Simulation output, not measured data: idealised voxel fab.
Herein follows the process module entitled voxel wiring stack.
Pictured: cross-section cut, 190 nm wide, on a grid of 5 nm square cells.
Heads up, the way a cross-section reads in here is a grid of square cells, handed over as bands from the top down, with every band being one or more rows of cells.
Band: top height; bottom height; in nm. Then, left to right: material with width in nm, for each material. "edge to edge": a single material spanning edge to edge. "blank": empty space.
Heights are reckoned from 0. Under this level, the received wafer is all of one material. The bottommost band is open-ended downward, for example "top 0, no bottom".
The notation "30 to 40" denotes a width that varies across the rows of cells in the band, beginning at the first number in the top row, finishing at the second number in the bottom row, and changing by an identical amount from each row to the next.
The cross-section has no changed cell in any step marked "all unchanged".
"Enclosed cavity list" means: voids of 8 cells or more that are shut off from the top with no open way through. Written width x height at distance, distance from the left edge, in nm.
If you see something after the settings on a step's line, that's the simulator's own remark about that step.
overlay nm: on a step with a mask, how far right of its planned place the mask lay; negative means left.

Steps in the process plan
1,RECEIVE,material Si
2,CONFORMAL_DEP,material SiO2,thk nm 10
3,CONFORMAL_DEP,material SiCN,thk nm 5
4,DIRECTIONAL_DEP,material lowk,thk nm 25
5,DIRECTIONAL_DEP,material aC,thk nm 15
6,PATTERN,tone open,mask id METAL_1,material resist,width nm 20,pitch nm 40,thk nm 35,overlay nm 0
7,DIRECTIONAL_ETCH,etch materials aC,depth nm 15
8,STRIP,etch materials resist
9,DIRECTIONAL_ETCH,etch materials lowk,depth nm 25
10,DIRECTIONAL_ETCH,etch materials SiCN,depth nm 5
11,STRIP,etch materials aC
12,CONFORMAL_DEP,material TiN,thk nm 5
13,FILL_DEP,material Ru,thk nm 5
14,CMP,height nm 40
15,CONFORMAL_DEP,material SiCN,thk nm 5
16,DIRECTIONAL_DEP,material lowk,thk nm 15
17,DIRECTIONAL_DEP,material aC,thk nm 15
18,PATTERN,tone open,mask id PLUG_1,material resist,width nm 15,pitch nm 40,thk nm 35,overlay nm 0
19,DIRECTIONAL_ETCH,etch materials aC,depth nm 15
20,STRIP,etch materials resist
21,DIRECTIONAL_ETCH,etch materials lowk,depth nm 15
22,DIRECTIONAL_ETCH,etch materials SiCN,depth nm 5
23,STRIP,etch materials aC
24,EPI,material Ru,thk nm 10
25,EPI,material Ru,thk nm 10
26,CONFORMAL_DEP,material SiN,thk nm 5
27,DIRECTIONAL_DEP,material SiO2,thk nm 15
28,MASKED_ETCH,tone open,mask id METAL_2,width nm 20,pitch nm 40,etch materials SiO2,depth nm 15,overlay nm 0
29,MASKED_ETCH,tone open,mask id METAL_2,width nm 20,pitch nm 40,etch materials SiN,depth nm 5,overlay nm 0
30,CONFORMAL_DEP,material TiN,thk nm 5
31,FILL_DEP,material W,thk nm 10
32,CMP,height nm 80
33,CONFORMAL_DEP,material SiN,thk nm 5

The first of a set of two wafers, run to plan

So this is the incoming wafer in cross-section - it's already been through step 1
    top 0, no bottom = Si edge to edge
    Enclosed cavity list: none

Wafer xsec, post step 2
    top 10, bottom 0 = SiO2 edge to edge
    Under the height 0 nothing was changed.

Wafer xsec, post step 3
    top 15, bottom 10 = SiCN edge to edge
    Under the height 10 nothing was changed.

Wafer xsec, post step 4
    top 40, bottom 15 = lowk edge to edge
    Under the height 15 nothing was changed.

Wafer xsec, post step 5
    top 55, bottom 40 = aC edge to edge
    Under the height 40 nothing was changed.

Wafer xsec, post step 6
    top 90, bottom 55 = resist 25 / blank 20 / resist 20 / blank 20 / resist 20 / blank 20 / resist 20 / blank 20 / resist 25
    Under the height 55 nothing was changed.

Wafer xsec, post step 7
    top 75, bottom 55 = resist 25 / blank 20 / resist 20 / blank 20 / resist 20 / blank 20 / resist 20 / blank 20 / resist 25
    top 55, bottom 40 = aC 25 / blank 20 / aC 20 / blank 20 / aC 20 / blank 20 / aC 20 / blank 20 / aC 25
    Under the height 40 nothing was changed.

Wafer xsec, post step 8
    top 55, bottom 40 = aC 25 / blank 20 / aC 20 / blank 20 / aC 20 / blank 20 / aC 20 / blank 20 / aC 25
    Under the height 40 nothing was changed.

Wafer xsec, post step 9
    top 55, bottom 40 = aC 25 / blank 20 / aC 20 / blank 20 / aC 20 / blank 20 / aC 20 / blank 20 / aC 25
    top 40, bottom 15 = lowk 25 / blank 20 / lowk 20 / blank 20 / lowk 20 / blank 20 / lowk 20 / blank 20 / lowk 25
    Under the height 15 nothing was changed.

Wafer xsec, post step 10
    top 55, bottom 40 = aC 25 / blank 20 / aC 20 / blank 20 / aC 20 / blank 20 / aC 20 / blank 20 / aC 25
    top 40, bottom 15 = lowk 25 / blank 20 / lowk 20 / blank 20 / lowk 20 / blank 20 / lowk 20 / blank 20 / lowk 25
    top 15, bottom 10 = SiCN 25 / blank 20 / SiCN 20 / blank 20 / SiCN 20 / blank 20 / SiCN 20 / blank 20 / SiCN 25
    Under the height 10 nothing was changed.

Wafer xsec, post step 11
    top 40, bottom 15 = lowk 25 / blank 20 / lowk 20 / blank 20 / lowk 20 / blank 20 / lowk 20 / blank 20 / lowk 25
    Under the height 15 nothing was changed.

Wafer xsec, post step 12
    top 45, bottom 40 = TiN 30 / blank 10 / TiN 30 / blank 10 / TiN 30 / blank 10 / TiN 30 / blank 10 / TiN 30
    top 40, bottom 15 = lowk 25 / TiN 5 / blank 10 / TiN 5 / lowk 20 / TiN 5 / blank 10 / TiN 5 / lowk 20 / TiN 5 / blank 10 / TiN 5 / lowk 20 / TiN 5 / blank 10 / TiN 5 / lowk 25
    top 15, bottom 10 = SiCN 25 / TiN 20 / SiCN 20 / TiN 20 / SiCN 20 / TiN 20 / SiCN 20 / TiN 20 / SiCN 25
    Under the height 10 nothing was changed.

Wafer xsec, post step 13
    top 50, bottom 45 = Ru edge to edge
    top 45, bottom 40 = TiN 30 / Ru 10 / TiN 30 / Ru 10 / TiN 30 / Ru 10 / TiN 30 / Ru 10 / TiN 30
    top 40, bottom 15 = lowk 25 / TiN 5 / Ru 10 / TiN 5 / lowk 20 / TiN 5 / Ru 10 / TiN 5 / lowk 20 / TiN 5 / Ru 10 / TiN 5 / lowk 20 / TiN 5 / Ru 10 / TiN 5 / lowk 25
    Under the height 15 nothing was changed.

Wafer xsec, post step 14
    top 40, bottom 15 = lowk 25 / TiN 5 / Ru 10 / TiN 5 / lowk 20 / TiN 5 / Ru 10 / TiN 5 / lowk 20 / TiN 5 / Ru 10 / TiN 5 / lowk 20 / TiN 5 / Ru 10 / TiN 5 / lowk 25
    Under the height 15 nothing was changed.

Wafer xsec, post step 15
    top 45, bottom 40 = SiCN edge to edge
    Under the height 40 nothing was changed.

Wafer xsec, post step 16
    top 60, bottom 45 = lowk edge to edge
    Under the height 45 nothing was changed.

Wafer xsec, post step 17
    top 75, bottom 60 = aC edge to edge
    Under the height 60 nothing was changed.

Wafer xsec, post step 18
    top 110, bottom 75 = resist 25 / blank 15 / resist 25 / blank 15 / resist 25 / blank 15 / resist 25 / blank 15 / resist 30
    Under the height 75 nothing was changed.

Wafer xsec, post step 19
    top 95, bottom 75 = resist 25 / blank 15 / resist 25 / blank 15 / resist 25 / blank 15 / resist 25 / blank 15 / resist 30
    top 75, bottom 60 = aC 25 / blank 15 / aC 25 / blank 15 / aC 25 / blank 15 / aC 25 / blank 15 / aC 30
    Under the height 60 nothing was changed.

Wafer xsec, post step 20
    top 75, bottom 60 = aC 25 / blank 15 / aC 25 / blank 15 / aC 25 / blank 15 / aC 25 / blank 15 / aC 30
    Under the height 60 nothing was changed.

Wafer xsec, post step 21
    top 75, bottom 60 = aC 25 / blank 15 / aC 25 / blank 15 / aC 25 / blank 15 / aC 25 / blank 15 / aC 30
    top 60, bottom 45 = lowk 25 / blank 15 / lowk 25 / blank 15 / lowk 25 / blank 15 / lowk 25 / blank 15 / lowk 30
    Under the height 45 nothing was changed.

Wafer xsec, post step 22
    top 75, bottom 60 = aC 25 / blank 15 / aC 25 / blank 15 / aC 25 / blank 15 / aC 25 / blank 15 / aC 30
    top 60, bottom 45 = lowk 25 / blank 15 / lowk 25 / blank 15 / lowk 25 / blank 15 / lowk 25 / blank 15 / lowk 30
    top 45, bottom 40 = SiCN 25 / blank 15 / SiCN 25 / blank 15 / SiCN 25 / blank 15 / SiCN 25 / blank 15 / SiCN 30
    Under the height 40 nothing was changed.

Wafer xsec, post step 23
    top 60, bottom 45 = lowk 25 / blank 15 / lowk 25 / blank 15 / lowk 25 / blank 15 / lowk 25 / blank 15 / lowk 30
    Under the height 45 nothing was changed.

Wafer xsec, post step 24
    top 60, bottom 50 = lowk 25 / blank 15 / lowk 25 / blank 15 / lowk 25 / blank 15 / lowk 25 / blank 15 / lowk 30
    top 50, bottom 45 = lowk 25 / Ru 15 / lowk 25 / Ru 15 / lowk 25 / Ru 15 / lowk 25 / Ru 15 / lowk 30
    top 45, bottom 40 = SiCN 25 / Ru 15 / SiCN 25 / Ru 15 / SiCN 25 / Ru 15 / SiCN 25 / Ru 15 / SiCN 30
    Under the height 40 nothing was changed.

Wafer xsec, post step 25
    top 60, bottom 45 = lowk 25 / Ru 15 / lowk 25 / Ru 15 / lowk 25 / Ru 15 / lowk 25 / Ru 15 / lowk 30
    Under the height 45 nothing was changed.

Wafer xsec, post step 26
    top 65, bottom 60 = SiN edge to edge
    Under the height 60 nothing was changed.

Wafer xsec, post step 27
    top 80, bottom 65 = SiO2 edge to edge
    Under the height 65 nothing was changed.

Wafer xsec, post step 28
    top 80, bottom 65 = SiO2 25 / blank 20 / SiO2 20 / blank 20 / SiO2 20 / blank 20 / SiO2 20 / blank 20 / SiO2 25
    Under the height 65 nothing was changed.

Wafer xsec, post step 29
    top 80, bottom 65 = SiO2 25 / blank 20 / SiO2 20 / blank 20 / SiO2 20 / blank 20 / SiO2 20 / blank 20 / SiO2 25
    top 65, bottom 60 = SiN 25 / blank 20 / SiN 20 / blank 20 / SiN 20 / blank 20 / SiN 20 / blank 20 / SiN 25
    Under the height 60 nothing was changed.

Wafer xsec, post step 30
    top 85, bottom 80 = TiN 30 / blank 10 / TiN 30 / blank 10 / TiN 30 / blank 10 / TiN 30 / blank 10 / TiN 30
    top 80, bottom 65 = SiO2 25 / TiN 5 / blank 10 / TiN 5 / SiO2 20 / TiN 5 / blank 10 / TiN 5 / SiO2 20 / TiN 5 / blank 10 / TiN 5 / SiO2 20 / TiN 5 / blank 10 / TiN 5 / SiO2 25
    top 65, bottom 60 = SiN 25 / TiN 20 / SiN 20 / TiN 20 / SiN 20 / TiN 20 / SiN 20 / TiN 20 / SiN 25
    Under the height 60 nothing was changed.

Wafer xsec, post step 31
    top 95, bottom 85 = W edge to edge
    top 85, bottom 80 = TiN 30 / W 10 / TiN 30 / W 10 / TiN 30 / W 10 / TiN 30 / W 10 / TiN 30
    top 80, bottom 65 = SiO2 25 / TiN 5 / W 10 / TiN 5 / SiO2 20 / TiN 5 / W 10 / TiN 5 / SiO2 20 / TiN 5 / W 10 / TiN 5 / SiO2 20 / TiN 5 / W 10 / TiN 5 / SiO2 25
    Under the height 65 nothing was changed.

Wafer xsec, post step 32
    top 80, bottom 65 = SiO2 25 / TiN 5 / W 10 / TiN 5 / SiO2 20 / TiN 5 / W 10 / TiN 5 / SiO2 20 / TiN 5 / W 10 / TiN 5 / SiO2 20 / TiN 5 / W 10 / TiN 5 / SiO2 25
    Under the height 65 nothing was changed.

Wafer xsec, post step 33
    top 85, bottom 80 = SiN edge to edge
    Under the height 80 nothing was changed.

The second wafer: identical to the first at the outset and in its planned sequence, differing only in that one mistake was made during processing; up to and including step 30, its path is the first wafer's path

What the second wafer looks like in cross-section when step 31 should have wrapped up
    top 95, bottom 85 = SiCN edge to edge
    top 85, bottom 80 = TiN 30 / SiCN 10 / TiN 30 / SiCN 10 / TiN 30 / SiCN 10 / TiN 30 / SiCN 10 / TiN 30
    top 80, bottom 65 = SiO2 25 / TiN 5 / SiCN 10 / TiN 5 / SiO2 20 / TiN 5 / SiCN 10 / TiN 5 / SiO2 20 / TiN 5 / SiCN 10 / TiN 5 / SiO2 20 / TiN 5 / SiCN 10 / TiN 5 / SiO2 25
    Under the height 65 nothing was changed.

What the second wafer looks like in cross-section when step 32 should have wrapped up
    top 80, bottom 65 = SiO2 25 / TiN 5 / SiCN 10 / TiN 5 / SiO2 20 / TiN 5 / SiCN 10 / TiN 5 / SiO2 20 / TiN 5 / SiCN 10 / TiN 5 / SiO2 20 / TiN 5 / SiCN 10 / TiN 5 / SiO2 25
    Under the height 65 nothing was changed.

What the second wafer looks like in cross-section when step 33 should have wrapped up
    top 85, bottom 80 = SiN edge to edge
    Under the height 80 nothing was changed.
Here's what went sideways: step 31 changed vs plan, executed as FILL_DEP,material SiCN,thk nm 10
Upon completion, the second wafer contains, in terms of cells, a greater or smaller amount of certain materials than the first wafer: SiCN: 24 more, W: 24 fewer
